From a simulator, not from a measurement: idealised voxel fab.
process module | voxel gate over fins
cross-section cut | 260 nm wide | cells 5 nm
A cross-section is a grid of square cells, given in bands from the top down. A band is one or more rows of cells.
Each band's line starts with the height of the band's top and of its bottom, in nm. Then come its materials from left to right, each with its width in nm. One material with "throughout" fills the band from edge to edge. "air" is empty space.
Height 0 is the level under which the wafer as received is all one material. The lowest band goes on downwards, as in "0 down".
A width such as "30 to 40" changes by the same amount from each row of cells to the next, from the band's top row to its bottom row.
"no change" after a step means that no cell of the cross-section changed.
closed voids: empty space of 8 cells or more with no open way to the top, each as width x height at its distance from the left edge, in nm
after a step's settings: what the simulator itself notes on the step
overlay nm, on a step with a mask: how far to the right of its planned place the mask lay; to the left if negative
plan
1 op RECEIVE | material Si
2 op CONFORMAL_DEP | material SiN | thk nm 5
3 op DIRECTIONAL_DEP | material aC | thk nm 15
4 op PATTERN | tone cover | mask id FINS | material resist | width nm 15 | pitch nm 40 | thk nm 30 | overlay nm 0
5 op DIRECTIONAL_ETCH | etch materials aC | depth nm 15
6 op STRIP | etch materials resist
7 op DIRECTIONAL_ETCH | etch materials SiN | depth nm 5
8 op DIRECTIONAL_ETCH | etch materials Si | depth nm 35
9 op STRIP | etch materials aC
10 op OXIDIZE | depth nm 5
11 op FILL_DEP | material SiO2 | thk nm 10
12 op CMP | height nm 5
13 op SELECTIVE_ETCH | etch materials SiO2 | depth nm 15
14 op STRIP | etch materials SiN
15 op CONFORMAL_DEP | material HfO2 | thk nm 5
16 op CONFORMAL_DEP | material TiN | thk nm 5
17 op FILL_DEP | material W | thk nm 15
18 op CMP | height nm 20
19 op CONFORMAL_DEP | material SiCN | thk nm 10
first wafer, as planned
as received, after step 1
  0 down: Si throughout
  closed voids: none
after step 2
  5 to 0: SiN throughout
  below 0: unchanged
after step 3
  20 to 5: aC throughout
  below 5: unchanged
after step 4
  50 to 20: air 60 | resist 15 | air 25 | resist 15 | air 25 | resist 15 | air 25 | resist 15 | air 65
  below 20: unchanged
after step 5
  35 to 20: air 60 | resist 15 | air 25 | resist 15 | air 25 | resist 15 | air 25 | resist 15 | air 65
  20 to 5: air 60 | aC 15 | air 25 | aC 15 | air 25 | aC 15 | air 25 | aC 15 | air 65
  below 5: unchanged
after step 6
  20 to 5: air 60 | aC 15 | air 25 | aC 15 | air 25 | aC 15 | air 25 | aC 15 | air 65
  below 5: unchanged
after step 7
  20 to 5: air 60 | aC 15 | air 25 | aC 15 | air 25 | aC 15 | air 25 | aC 15 | air 65
  5 to 0: air 60 | SiN 15 | air 25 | SiN 15 | air 25 | SiN 15 | air 25 | SiN 15 | air 65
  below 0: unchanged
after step 8
  20 to 5: air 60 | aC 15 | air 25 | aC 15 | air 25 | aC 15 | air 25 | aC 15 | air 65
  5 to 0: air 60 | SiN 15 | air 25 | SiN 15 | air 25 | SiN 15 | air 25 | SiN 15 | air 65
  0 to -35: air 60 | Si 15 | air 25 | Si 15 | air 25 | Si 15 | air 25 | Si 15 | air 65
  below -35: unchanged
after step 9
  5 to 0: air 60 | SiN 15 | air 25 | SiN 15 | air 25 | SiN 15 | air 25 | SiN 15 | air 65
  below 0: unchanged
after step 10
  5 to 0: air 60 | SiN 15 | air 25 | SiN 15 | air 25 | SiN 15 | air 25 | SiN 15 | air 65
  0 to -35: air 60 | SiO2 5 | Si 5 | SiO2 5 | air 25 | SiO2 5 | Si 5 | SiO2 5 | air 25 | SiO2 5 | Si 5 | SiO2 5 | air 25 | SiO2 5 | Si 5 | SiO2 5 | air 65
  -35 to -40: SiO2 65 | Si 5 | SiO2 35 | Si 5 | SiO2 35 | Si 5 | SiO2 35 | Si 5 | SiO2 70
  below -40: unchanged
after step 11
  15 to 5: SiO2 throughout
  5 to 0: SiO2 60 | SiN 15 | SiO2 25 | SiN 15 | SiO2 25 | SiN 15 | SiO2 25 | SiN 15 | SiO2 65
  0 to -40: SiO2 65 | Si 5 | SiO2 35 | Si 5 | SiO2 35 | Si 5 | SiO2 35 | Si 5 | SiO2 70
  below -40: unchanged
after step 12
  5 to 0: SiO2 60 | SiN 15 | SiO2 25 | SiN 15 | SiO2 25 | SiN 15 | SiO2 25 | SiN 15 | SiO2 65
  below 0: unchanged
after step 13
  5 to 0: air 60 | SiN 15 | air 25 | SiN 15 | air 25 | SiN 15 | air 25 | SiN 15 | air 65
  0 to -10: air 65 | Si 5 | air 35 | Si 5 | air 35 | Si 5 | air 35 | Si 5 | air 70
  below -10: unchanged
after step 14
  0 to -10: air 65 | Si 5 | air 35 | Si 5 | air 35 | Si 5 | air 35 | Si 5 | air 70
  below -10: unchanged
after step 15
  5 to 0: air 60 | HfO2 15 | air 25 | HfO2 15 | air 25 | HfO2 15 | air 25 | HfO2 15 | air 65
  0 to -5: air 60 | HfO2 5 | Si 5 | HfO2 5 | air 25 | HfO2 5 | Si 5 | HfO2 5 | air 25 | HfO2 5 | Si 5 | HfO2 5 | air 25 | HfO2 5 | Si 5 | HfO2 5 | air 65
  -5 to -10: HfO2 65 | Si 5 | HfO2 35 | Si 5 | HfO2 35 | Si 5 | HfO2 35 | Si 5 | HfO2 70
  below -10: unchanged
after step 16
  10 to 5: air 55 | TiN 25 | air 15 | TiN 25 | air 15 | TiN 25 | air 15 | TiN 25 | air 60
  5 to 0: air 55 | TiN 5 | HfO2 15 | TiN 5 | air 15 | TiN 5 | HfO2 15 | TiN 5 | air 15 | TiN 5 | HfO2 15 | TiN 5 | air 15 | TiN 5 | HfO2 15 | TiN 5 | air 60
  0 to -5: TiN 60 | HfO2 5 | Si 5 | HfO2 5 | TiN 25 | HfO2 5 | Si 5 | HfO2 5 | TiN 25 | HfO2 5 | Si 5 | HfO2 5 | TiN 25 | HfO2 5 | Si 5 | HfO2 5 | TiN 65
  below -5: unchanged
after step 17
  25 to 10: W throughout
  10 to 5: W 55 | TiN 25 | W 15 | TiN 25 | W 15 | TiN 25 | W 15 | TiN 25 | W 60
  5 to 0: W 55 | TiN 5 | HfO2 15 | TiN 5 | W 15 | TiN 5 | HfO2 15 | TiN 5 | W 15 | TiN 5 | HfO2 15 | TiN 5 | W 15 | TiN 5 | HfO2 15 | TiN 5 | W 60
  below 0: unchanged
after step 18
  20 to 10: W throughout
  below 10: unchanged
after step 19
  30 to 20: SiCN throughout
  below 20: unchanged
second wafer: like start, like plan, one mistake. Through step 12 it matches the first wafer
when step 13 should have ended
  5 to 0: air 60 | SiN 15 | air 25 | SiN 15 | air 25 | SiN 15 | air 25 | SiN 15 | air 65
  0 to -20: air 65 | Si 5 | air 35 | Si 5 | air 35 | Si 5 | air 35 | Si 5 | air 70
  below -20: unchanged
when step 14 should have ended
  0 to -20: air 65 | Si 5 | air 35 | Si 5 | air 35 | Si 5 | air 35 | Si 5 | air 70
  below -20: unchanged
when step 15 should have ended
  5 to 0: air 60 | HfO2 15 | air 25 | HfO2 15 | air 25 | HfO2 15 | air 25 | HfO2 15 | air 65
  0 to -15: air 60 | HfO2 5 | Si 5 | HfO2 5 | air 25 | HfO2 5 | Si 5 | HfO2 5 | air 25 | HfO2 5 | Si 5 | HfO2 5 | air 25 | HfO2 5 | Si 5 | HfO2 5 | air 65
  -15 to -20: HfO2 65 | Si 5 | HfO2 35 | Si 5 | HfO2 35 | Si 5 | HfO2 35 | Si 5 | HfO2 70
  below -20: unchanged
when step 16 should have ended
  10 to 5: air 55 | TiN 25 | air 15 | TiN 25 | air 15 | TiN 25 | air 15 | TiN 25 | air 60
  5 to 0: air 55 | TiN 5 | HfO2 15 | TiN 5 | air 15 | TiN 5 | HfO2 15 | TiN 5 | air 15 | TiN 5 | HfO2 15 | TiN 5 | air 15 | TiN 5 | HfO2 15 | TiN 5 | air 60
  0 to -10: air 55 | TiN 5 | HfO2 5 | Si 5 | HfO2 5 | TiN 5 | air 15 | TiN 5 | HfO2 5 | Si 5 | HfO2 5 | TiN 5 | air 15 | TiN 5 | HfO2 5 | Si 5 | HfO2 5 | TiN 5 | air 15 | TiN 5 | HfO2 5 | Si 5 | HfO2 5 | TiN 5 | air 60
  -10 to -15: TiN 60 | HfO2 5 | Si 5 | HfO2 5 | TiN 25 | HfO2 5 | Si 5 | HfO2 5 | TiN 25 | HfO2 5 | Si 5 | HfO2 5 | TiN 25 | HfO2 5 | Si 5 | HfO2 5 | TiN 65
  below -15: unchanged
when step 17 should have ended
  25 to 10: W throughout
  10 to 5: W 55 | TiN 25 | W 15 | TiN 25 | W 15 | TiN 25 | W 15 | TiN 25 | W 60
  5 to 0: W 55 | TiN 5 | HfO2 15 | TiN 5 | W 15 | TiN 5 | HfO2 15 | TiN 5 | W 15 | TiN 5 | HfO2 15 | TiN 5 | W 15 | TiN 5 | HfO2 15 | TiN 5 | W 60
  0 to -10: W 55 | TiN 5 | HfO2 5 | Si 5 | HfO2 5 | TiN 5 | W 15 | TiN 5 | HfO2 5 | Si 5 | HfO2 5 | TiN 5 | W 15 | TiN 5 | HfO2 5 | Si 5 | HfO2 5 | TiN 5 | W 15 | TiN 5 | HfO2 5 | Si 5 | HfO2 5 | TiN 5 | W 60
  below -10: unchanged
when step 18 should have ended
  20 to 10: W throughout
  below 10: unchanged
when step 19 should have ended
  30 to 20: SiCN throughout
  below 20: unchanged
what went wrong: step 13 ran as: op SELECTIVE_ETCH | etch materials SiO2 | depth nm 25
at the end the second wafer has, in cells: 16 more of HfO2 | 96 fewer of SiO2 | 16 more of TiN | 64 more of W
